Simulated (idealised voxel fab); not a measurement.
process module | voxel quadruple lines
cross-section cut | 175 nm wide | cells 5 nm
A cross-section is a grid of square cells, given in bands from the top down. A band is one or more rows of cells.
Each band's line starts with the height of the band's top and of its bottom, in nm. Then come its materials from left to right, each with its width in nm. One material with "throughout" fills the band from edge to edge. "air" is empty space.
Height 0 is the level under which the wafer as received is all one material. The lowest band goes on downwards, as in "0 down".
A width such as "30 to 40" changes by the same amount from each row of cells to the next, from the band's top row to its bottom row.
"no change" after a step means that no cell of the cross-section changed.
closed voids: empty space of 8 cells or more with no open way to the top, each as width x height at its distance from the left edge, in nm
after a step's settings: what the simulator itself notes on the step
overlay nm, on a step with a mask: how far to the right of its planned place the mask lay; to the left if negative
plan
1 op RECEIVE | material Si
2 op CONFORMAL_DEP | material SiO2 | thk nm 5
3 op DIRECTIONAL_DEP | material W | thk nm 15
4 op DIRECTIONAL_DEP | material polySi | thk nm 15
5 op DIRECTIONAL_DEP | material aC | thk nm 20
6 op PATTERN | tone cover | mask id MANDREL | material resist | width nm 15 | thk nm 30 | overlay nm 0
7 op DIRECTIONAL_ETCH | etch materials aC | depth nm 20
8 op STRIP | etch materials resist
9 op CONFORMAL_DEP | material SiO2 | thk nm 15
10 op DIRECTIONAL_ETCH | etch materials SiO2 | depth nm 15
11 op STRIP | etch materials aC
12 op DIRECTIONAL_ETCH | etch materials polySi | depth nm 15
13 op STRIP | etch materials SiO2
14 op CONFORMAL_DEP | material SiCN | thk nm 5
15 op DIRECTIONAL_ETCH | etch materials SiCN | depth nm 5
16 op STRIP | etch materials polySi
17 op DIRECTIONAL_ETCH | etch materials W | depth nm 15
18 op STRIP | etch materials SiCN
19 op FILL_DEP | material SiO2 | thk nm 5
20 op CMP | height nm 20
varied across the wafers: width nm of step 6. The plan shows the first wafer's value. All wafers start alike
first wafer as received, after step 1
  0 down: Si throughout
  closed voids: none
first wafer at the end, after step 20
  20 to 5: SiO2 60 | W 5 | SiO2 15 | W 5 | SiO2 5 | W 5 | SiO2 15 | W 5 | SiO2 60
  5 to 0: SiO2 throughout
  0 down: Si throughout
  closed voids: none
last wafer at the end
  20 to 5: SiO2 50 | W 5 | SiO2 15 | W 5 | SiO2 30 | W 5 | SiO2 15 | W 5 | SiO2 45
  5 to 0: SiO2 throughout
  0 down: Si throughout
  closed voids: none
each wafer at the end: cells of each material gained (+) or lost (-) since it was received, then its closed voids
width nm 15 | +128 SiO2 | +12 W | closed voids: none
width nm 20 | +128 SiO2 | +12 W | closed voids: none
width nm 25 | +128 SiO2 | +12 W | closed voids: none
width nm 30 | +128 SiO2 | +12 W | closed voids: none
width nm 35 | +128 SiO2 | +12 W | closed voids: none
width nm 40 | +128 SiO2 | +12 W | closed voids: none
